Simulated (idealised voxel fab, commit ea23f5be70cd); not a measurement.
The process module that follows is named voxel double patterning.
Square cell edge 5 nm, section width 230 nm, ID cut.
This document writes a cross-section as a grid whose cells are square, and gives it as bands, listed from the top down; one or more rows of cells form a band. Heads up on the band format: heights come first, top then bottom, in nm. After that it's the materials left to right, each with its width in nm. A single material flagged "edge to edge" fills the whole band edge to edge, and "blank" means there's empty space there. We count height from 0. Below that, the starting wafer is all one material. The lowest band never ends at the bottom but goes on down; see "0..down" for how that is written. Width: "30->40" (first number = top row, second number = bottom row, same change from row to row of cells). The designation "everything unchanged", where it is given for a processing step, indicates that no cell of the cross-section was altered in the course of that step. If an empty space has no open way to the top and is at least 8 cells in size, "Enclosed empty spaces" lists it, written width x height at distance, where distance is measured from the left edge and every value is in nm. Post-settings text on a step line: simulator's own remark regarding the step. A step's line can hold "overlay nm"; with a mask on that step, the setting says how far right of the planned place the mask lay, while a negative setting says it lay to the left.

## List of planned process steps
1,op RECEIVE | material Si
2,op CONFORMAL_DEP | material SiO2 | thk nm 5
3,op DIRECTIONAL_DEP | material TiN | thk nm 10
4,op DIRECTIONAL_DEP | material SiN | thk nm 5
5,op MASKED_ETCH | tone open | mask id FIRST | width nm 15 | pitch nm 50 | etch materials SiN | depth nm 5 | overlay nm 0
6,op MASKED_ETCH | tone open | mask id SECOND | width nm 15 | etch materials SiN | depth nm 5 | overlay nm 0
7,op DIRECTIONAL_ETCH | etch materials TiN | depth nm 10
8,op STRIP | etch materials SiN

## The cross-section here shows the wafer as received, i.e. in its state after step 1
  0..down | Si edge to edge
  Enclosed empty spaces: none

## First of two wafers at the end of the module, shown in cross-section; run carried out as planned
  15..5 | TiN (80), then blank (15), then TiN (10), then blank (15), then TiN (10), then blank (15), then TiN (85)
  5..0 | SiO2 edge to edge
  0..down | Si edge to edge
  Enclosed empty spaces: none

## The second wafer, shown in cross-section after the module: started the same way as the first and given the same plan, yet one mistake crept into how it was run
  15..5 | TiN (80), then blank (15), then TiN (5), then blank (15), then TiN (15), then blank (15), then TiN (85)
  5..0 | SiO2 edge to edge
  0..down | Si edge to edge
  Enclosed empty spaces: none
Deviation from plan: step 6 off recipe, ran as op MASKED_ETCH | tone open | mask id SECOND | width nm 15 | etch materials SiN | depth nm 5 | overlay nm -5
At the end, the second wafer has the same number of cells of each material as the first, but those cells sit in other places.
